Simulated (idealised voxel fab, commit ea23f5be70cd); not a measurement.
The process module presented herein is designated voxel trench capacitor.
225 nm wide, 5 nm square cells: that's cross-section cut.
Square cells in a grid make up a cross-section in this document, and the grid is given as bands, listed from the top down, each one or more rows of cells. What a band's entry tells you: where the top is and where the bottom is, as heights in nm, and after that what lies inside, material by material from left to right, each with its width in nm. Empty space is written as the word "empty", and a single material marked with the word "edge to edge" occupies the band from edge to edge. Height datum 0, below which the as-received substrate wafer is one material. Lowest band open at the bottom, running downward: "0 and below". Width "30->40": first value at the band's top row of cells, second value at its bottom row, equal change from row to row. Where a step carries "remains unaltered", the cross-section came out of it unchanged, cell for cell. Enclosed void entries: empty space of 8 cells or more with no open way to the top, each as width x height at its distance from the left edge, in nm. The remark found on a step's line after its settings is issued by the simulator itself and pertains to that step. overlay nm: where the mask lay relative to plan, measured to the right, on steps with a mask; negatives go left.

## Planned process steps
1) op RECEIVE | material Si
2) op CONFORMAL_DEP | material SiN | thk nm 5
3) op PATTERN | tone open | mask id TRENCH | material resist | width nm 30 | pitch nm 55 | thk nm 20 | overlay nm 0
4) op DIRECTIONAL_ETCH | etch materials SiN | depth nm 5
5) op DIRECTIONAL_ETCH | etch materials Si | depth nm 35
6) op STRIP | etch materials resist
7) op CONFORMAL_DEP | material Al2O3 | thk nm 5
8) op CONFORMAL_DEP | material TiN | thk nm 5
9) op FILL_DEP | material W | thk nm 5
10) op CMP | height nm 5

## Wafer cross-section on receipt, i.e. after step 1
  0 and below = Si edge to edge
  Enclosed void entries: none

## Run as planned - first of the two wafers cross-sectioned at the end of the module
  5 down to 0 = SiN 40; Al2O3 5; TiN 5; W 10; TiN 5; Al2O3 5; SiN 25; Al2O3 5; TiN 5; W 10; TiN 5; Al2O3 5; SiN 25; Al2O3 5; TiN 5; W 10; TiN 5; Al2O3 5; SiN 45
  0 down to -25 = Si 40; Al2O3 5; TiN 5; W 10; TiN 5; Al2O3 5; Si 25; Al2O3 5; TiN 5; W 10; TiN 5; Al2O3 5; Si 25; Al2O3 5; TiN 5; W 10; TiN 5; Al2O3 5; Si 45
  -25 down to -30 = Si 40; Al2O3 5; TiN 20; Al2O3 5; Si 25; Al2O3 5; TiN 20; Al2O3 5; Si 25; Al2O3 5; TiN 20; Al2O3 5; Si 45
  -30 down to -35 = Si 40; Al2O3 30; Si 25; Al2O3 30; Si 25; Al2O3 30; Si 45
  -35 and below = Si edge to edge
  Enclosed void entries: none

## second wafer at the end: like start, like plan, one mistake
  5 down to 0 = SiN 40; TiN 5; Al2O3 5; W 10; Al2O3 5; TiN 5; SiN 25; TiN 5; Al2O3 5; W 10; Al2O3 5; TiN 5; SiN 25; TiN 5; Al2O3 5; W 10; Al2O3 5; TiN 5; SiN 45
  0 down to -25 = Si 40; TiN 5; Al2O3 5; W 10; Al2O3 5; TiN 5; Si 25; TiN 5; Al2O3 5; W 10; Al2O3 5; TiN 5; Si 25; TiN 5; Al2O3 5; W 10; Al2O3 5; TiN 5; Si 45
  -25 down to -30 = Si 40; TiN 5; Al2O3 20; TiN 5; Si 25; TiN 5; Al2O3 20; TiN 5; Si 25; TiN 5; Al2O3 20; TiN 5; Si 45
  -30 down to -35 = Si 40; TiN 30; Si 25; TiN 30; Si 25; TiN 30; Si 45
  -35 and below = Si edge to edge
  Enclosed void entries: none
What went wrong in running the wafer? order of steps 7 and 8 inverted relative to the plan
Wrapping up, a cell-based count of both wafers puts the second over or under the first for these materials: -12 Al2O3; +12 TiN
